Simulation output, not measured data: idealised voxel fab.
process module | voxel self aligned contacts
cross-section cut | 250 nm wide | cells 5 nm
A cross-section is a grid of square cells, given in bands from the top down. A band is one or more rows of cells.
Each band's line starts with the height of the band's top and of its bottom, in nm. Then come its materials from left to right, each with its width in nm. One material with "throughout" fills the band from edge to edge. "air" is empty space.
Height 0 is the level under which the wafer as received is all one material. The lowest band goes on downwards, as in "0 down".
A width such as "30 to 40" changes by the same amount from each row of cells to the next, from the band's top row to its bottom row.
"no change" after a step means that no cell of the cross-section changed.
closed voids: empty space of 8 cells or more with no open way to the top, each as width x height at its distance from the left edge, in nm
after a step's settings: what the simulator itself notes on the step
overlay nm, on a step with a mask: how far to the right of its planned place the mask lay; to the left if negative
plan
1 op RECEIVE | material Si
2 op CONFORMAL_DEP | material SiO2 | thk nm 5
3 op DIRECTIONAL_DEP | material polySi | thk nm 20
4 op DIRECTIONAL_DEP | material SiN | thk nm 20
5 op PATTERN | tone cover | mask id GATE | material resist | width nm 25 | pitch nm 70 | thk nm 20 | overlay nm 0
6 op DIRECTIONAL_ETCH | etch materials SiN | depth nm 20
7 op DIRECTIONAL_ETCH | etch materials polySi | depth nm 20
8 op STRIP | etch materials resist
9 op CONFORMAL_DEP | material SiN | thk nm 10
10 op DIRECTIONAL_ETCH | etch materials SiN | depth nm 10
11 op FILL_DEP | material SiO2 | thk nm 15
12 op CMP | height nm 55
13 op PATTERN | tone open | mask id CONTACT | material resist | width nm 55 | pitch nm 70 | thk nm 15 | overlay nm 0
14 op DIRECTIONAL_ETCH | etch materials SiO2 | depth nm 55
15 op STRIP | etch materials resist
16 op CONFORMAL_DEP | material TiN | thk nm 5
17 op FILL_DEP | material W | thk nm 5
18 op CMP | height nm 55
19 op CONFORMAL_DEP | material SiN | thk nm 5
as received, after step 1
  0 down: Si throughout
  closed voids: none
a wafer at the end: this start, this plan, one mistake
  60 to 55: SiN throughout
  55 to 45: SiO2 60 | TiN 5 to 20 | W 45 to 15 | TiN 5 to 20 | SiO2 15 | TiN 5 to 20 | W 45 to 15 | TiN 5 to 20 | SiO2 65
  45 to 25: SiO2 30 | SiN 45 | TiN 5 | W 15 | TiN 5 | SiN 45 | TiN 5 | W 15 | TiN 5 | SiN 45 | SiO2 35
  25 to 20: SiO2 75 | TiN 25 | SiO2 45 | TiN 25 | SiO2 80
  20 to 0: polySi throughout
  0 down: Si throughout
  closed voids: none
what went wrong: steps 2 and 3 were swapped
